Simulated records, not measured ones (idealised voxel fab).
Process module under the name voxel released beams
Cross-section cut: width 295 nm, square cells of 5 nm.
Each cross-section below is a grid of square cells, stated as bands in top-down order, with one or more rows of cells making up each band. Within each band entry, the heights of the top and of the bottom of the band appear first, in that order and in nm; the materials of the band then follow from left to right, each with its corresponding width in nm. The designation "full width" on a single material indicates that it fills the band from edge to edge; the designation "empty" indicates empty space. The reference from which all heights are counted is 0, the level beneath which the as-received wafer is entirely one material; the lowest band, having no lower bound, proceeds downward and is written after the example "0 and below". A two-number width, for instance "30 to 40", indicates that the width is equal to the first number in the top row of the band and to the second number in the bottom row, and that it changes by a constant amount per row of cells. Take "left unchanged" at face value: in the step it is given for, the cross-section changed in none of its cells. Any empty space of 8 cells or more lacking an open way to the top shows up in "Voids lacking openings" as width x height at distance, distance from the left edge, in nm. The remark found on a step's line after its settings is issued by the simulator itself and pertains to that step. overlay nm: on a step with a mask, how far right of its planned place the mask lay; negative means left.

-- Steps planned for the process
- 1: RECEIVE, material Si
- 2: CONFORMAL_DEP, material SiN, thk nm 5
- 3: DIRECTIONAL_DEP, material SiO2, thk nm 10
- 4: PATTERN, tone open, mask id ANCHOR, material resist, width nm 40, thk nm 20, overlay nm 0
- 5: DIRECTIONAL_ETCH, etch materials SiO2, depth nm 10
- 6: STRIP, etch materials resist
- 7: CONFORMAL_DEP, material TiN, thk nm 15
- 8: DIRECTIONAL_DEP, material aC, thk nm 10
- 9: PATTERN, tone cover, mask id BEAM, material resist, width nm 120, thk nm 25, overlay nm 0
- 10: DIRECTIONAL_ETCH, etch materials aC, depth nm 10
- 11: STRIP, etch materials resist
- 12: DIRECTIONAL_ETCH, etch materials TiN, depth nm 15
- 13: STRIP, etch materials aC
- 14: STRIP, etch materials SiO2

-- First wafer of two (run as planned)

-- Received-state cross-section, reflecting completion of step 1
> 0 and below | Si full width
> Voids lacking openings: none

-- After step 2, in cross-section
> 5 down to 0 | SiN full width
> Nothing below the height 0 has changed.

-- After step 3, in cross-section
> 15 down to 5 | SiO2 full width
> Nothing below the height 5 has changed.

-- After step 4, in cross-section
> 35 down to 15 | resist (90), then empty (40), then resist (165)
> Nothing below the height 15 has changed.

-- After step 5, in cross-section
> 35 down to 15 | resist (90), then empty (40), then resist (165)
> 15 down to 5 | SiO2 (90), then empty (40), then SiO2 (165)
> Nothing below the height 5 has changed.

-- After step 6, in cross-section
> 15 down to 5 | SiO2 (90), then empty (40), then SiO2 (165)
> Nothing below the height 5 has changed.

-- After step 7, in cross-section
> 30 down to 20 | TiN (105), then empty (10), then TiN (180)
> 20 down to 15 | TiN full width
> 15 down to 5 | SiO2 (90), then TiN (40), then SiO2 (165)
> Nothing below the height 5 has changed.

-- After step 8, in cross-section
> 40 down to 30 | aC (105), then empty (10), then aC (180)
> 30 down to 20 | TiN (105), then aC (10), then TiN (180)
> Nothing below the height 20 has changed.

-- After step 9, in cross-section
> 65 down to 40 | empty (85), then resist (120), then empty (90)
> 40 down to 30 | aC (105), then resist (10), then aC (180)
> Nothing below the height 30 has changed.

-- After step 10, in cross-section
> 55 down to 40 | empty (85), then resist (120), then empty (90)
> 40 down to 30 | empty (85), then aC (20), then resist (10), then aC (90), then empty (90)
> Nothing below the height 30 has changed.

-- After step 11, in cross-section
> 40 down to 30 | empty (85), then aC (20), then empty (10), then aC (90), then empty (90)
> Nothing below the height 30 has changed.

-- After step 12, in cross-section
> 40 down to 30 | empty (85), then aC (20), then empty (10), then aC (90), then empty (90)
> 30 down to 20 | empty (85), then TiN (20), then aC (10), then TiN (90), then empty (90)
> 20 down to 15 | empty (85), then TiN (120), then empty (90)
> Nothing below the height 15 has changed.

-- After step 13, in cross-section
> 30 down to 20 | empty (85), then TiN (20), then empty (10), then TiN (90), then empty (90)
> Nothing below the height 20 has changed.

-- After step 14, in cross-section
> 30 down to 20 | empty (85), then TiN (20), then empty (10), then TiN (90), then empty (90)
> 20 down to 15 | empty (85), then TiN (120), then empty (90)
> 15 down to 5 | empty (90), then TiN (40), then empty (165)
> Nothing below the height 5 has changed.

-- Wafer two of two - same starting point, same process plan, one mistake in execution; matches wafer one up to and including step 11

-- Second wafer, cross-section, planned end of step 12
> 40 down to 30 | empty (85), then aC (20), then empty (10), then aC (90), then empty (90)
> 30 down to 20 | empty (85), then TiN (20), then aC (10), then TiN (90), then empty (90)
> Nothing below the height 20 has changed.

-- Second wafer, cross-section, planned end of step 13
> 30 down to 20 | empty (85), then TiN (20), then empty (10), then TiN (90), then empty (90)
> Nothing below the height 20 has changed.

Second wafer, cross-section, planned end of step 14: left unchanged
The plan and the run diverged here: step 12 ran as: DIRECTIONAL_ETCH, etch materials TiN, depth nm 10
Count the cells at the end and the second wafer has more or fewer of some materials than the first: SiO2: 102 more | TiN: 35 more
